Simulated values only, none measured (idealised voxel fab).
The name of this process module is voxel self aligned vias.
Cross-section cut: width 220 nm, square cells of 5 nm.
Cross-section = grid of square cells, listed top down in bands; band = one or more rows. Within each band entry, the heights of the top and of the bottom of the band appear first, in that order and in nm; the materials of the band then follow from left to right, each with its corresponding width in nm. The designation "everywhere" on a single material indicates that it fills the band from edge to edge; the designation "blank" indicates empty space. Note: height 0 marks the level under which the wafer is uniformly one material as received. Lowest band unbounded below, written "z 0 and below". The width entry "30->40" should be interpreted row by row: the top row of cells in the band takes the first number, the bottom row takes the second number, and the change between adjacent rows is uniform throughout. "no alteration", as given for a step, is the statement that not any cell of the cross-section underwent a change during that step. What "Sealed void listing" gives you is every empty space of 8 cells or more that is cut off from the top. Each appears as width x height at distance, with the distance taken from the left edge and width, height and distance all in nm. On each step's line, the part that comes after the settings is the simulator's own comment on the step. Regarding "overlay nm": on a step with a mask, it is the distance the mask lay to the right of its planned place; a negative value places it to the left.
**Steps planned for the process**
step 1: RECEIVE, material Si
step 2: CONFORMAL_DEP, material SiO2, thk nm 10
step 3: CONFORMAL_DEP, material SiCN, thk nm 5
step 4: DIRECTIONAL_DEP, material lowk, thk nm 20
step 5: PATTERN, tone open, mask id LINES, material resist, width nm 25, pitch nm 70, thk nm 20, overlay nm 0
step 6: DIRECTIONAL_ETCH, etch materials lowk, depth nm 20
step 7: STRIP, etch materials resist
step 8: CONFORMAL_DEP, material TiN, thk nm 5
step 9: FILL_DEP, material Ru, thk nm 5
step 10: CMP, height nm 35
step 11: SELECTIVE_ETCH, etch materials W Ru TiN, depth nm 10
step 12: FILL_DEP, material SiN, thk nm 5
step 13: CMP, height nm 35
step 14: DIRECTIONAL_DEP, material lowk, thk nm 20
step 15: DIRECTIONAL_DEP, material aC, thk nm 10
step 16: PATTERN, tone open, mask id VIAS, material resist, width nm 45, pitch nm 70, thk nm 25, overlay nm 0
step 17: DIRECTIONAL_ETCH, etch materials aC, depth nm 10
step 18: STRIP, etch materials resist
step 19: DIRECTIONAL_ETCH, etch materials lowk, depth nm 20
step 20: DIRECTIONAL_ETCH, etch materials SiN, depth nm 10
step 21: STRIP, etch materials aC
step 22: CONFORMAL_DEP, material TiN, thk nm 5
step 23: FILL_DEP, material Ru, thk nm 10
step 24: CMP, height nm 55
step 25: CONFORMAL_DEP, material SiCN, thk nm 5
**Cross-section: wafer on arrival = after step 1**
  z 0 and below = Si everywhere
  Sealed void listing: none
**Cross-section taken at module completion on the first of two wafers; processed per the plan**
  z 60 to 55 = SiCN everywhere
  z 55 to 40 = lowk 50 nm, then TiN 5 nm, then Ru 35 nm, then TiN 5 nm, then lowk 25 nm, then TiN 5 nm, then Ru 35 nm, then TiN 5 nm, then lowk 55 nm
  z 40 to 30 = lowk 50->60 nm, then TiN 15->5 nm, then Ru 15 nm, then TiN 15->5 nm, then lowk 25->45 nm, then TiN 15->5 nm, then Ru 15 nm, then TiN 15->5 nm, then lowk 55->65 nm
  z 30 to 25 = lowk 60 nm, then TiN 25 nm, then lowk 45 nm, then TiN 25 nm, then lowk 65 nm
  z 25 to 20 = lowk 60 nm, then TiN 5 nm, then Ru 15 nm, then TiN 5 nm, then lowk 45 nm, then TiN 5 nm, then Ru 15 nm, then TiN 5 nm, then lowk 65 nm
  z 20 to 15 = lowk 60 nm, then TiN 25 nm, then lowk 45 nm, then TiN 25 nm, then lowk 65 nm
  z 15 to 10 = SiCN everywhere
  z 10 to 0 = SiO2 everywhere
  z 0 and below = Si everywhere
  Sealed void listing: none
**End-of-module cross-section of the second wafer: identical starting point and process plan to the first, with one processing mistake**
  z 60 to 55 = SiCN everywhere
  z 55 to 35 = lowk 50 nm, then TiN 5 nm, then Ru 35 nm, then TiN 5 nm, then lowk 25 nm, then TiN 5 nm, then Ru 35 nm, then TiN 5 nm, then lowk 55 nm
  z 35 to 30 = SiN 50 nm, then TiN 15 nm, then Ru 15 nm, then TiN 15 nm, then SiN 25 nm, then TiN 15 nm, then Ru 15 nm, then TiN 15 nm, then SiN 55 nm
  z 30 to 25 = lowk 60 nm, then TiN 25 nm, then lowk 45 nm, then TiN 25 nm, then lowk 65 nm
  z 25 to 15 = lowk 60 nm, then TiN 5 nm, then Ru 15 nm, then TiN 5 nm, then lowk 45 nm, then TiN 5 nm, then Ru 15 nm, then TiN 5 nm, then lowk 65 nm
  z 15 to 10 = lowk 60 nm, then TiN 25 nm, then lowk 45 nm, then TiN 25 nm, then lowk 65 nm
  z 10 to 0 = SiO2 everywhere
  z 0 and below = Si everywhere
  Sealed void listing: none
The mistake made against the process plan was this: step 3 was dropped from the plan's execution and never run
Looking at both finished wafers in cells, the second ends up ahead of or behind the first on some materials: Ru +14 | SiCN -44 | SiN +26 | TiN +4
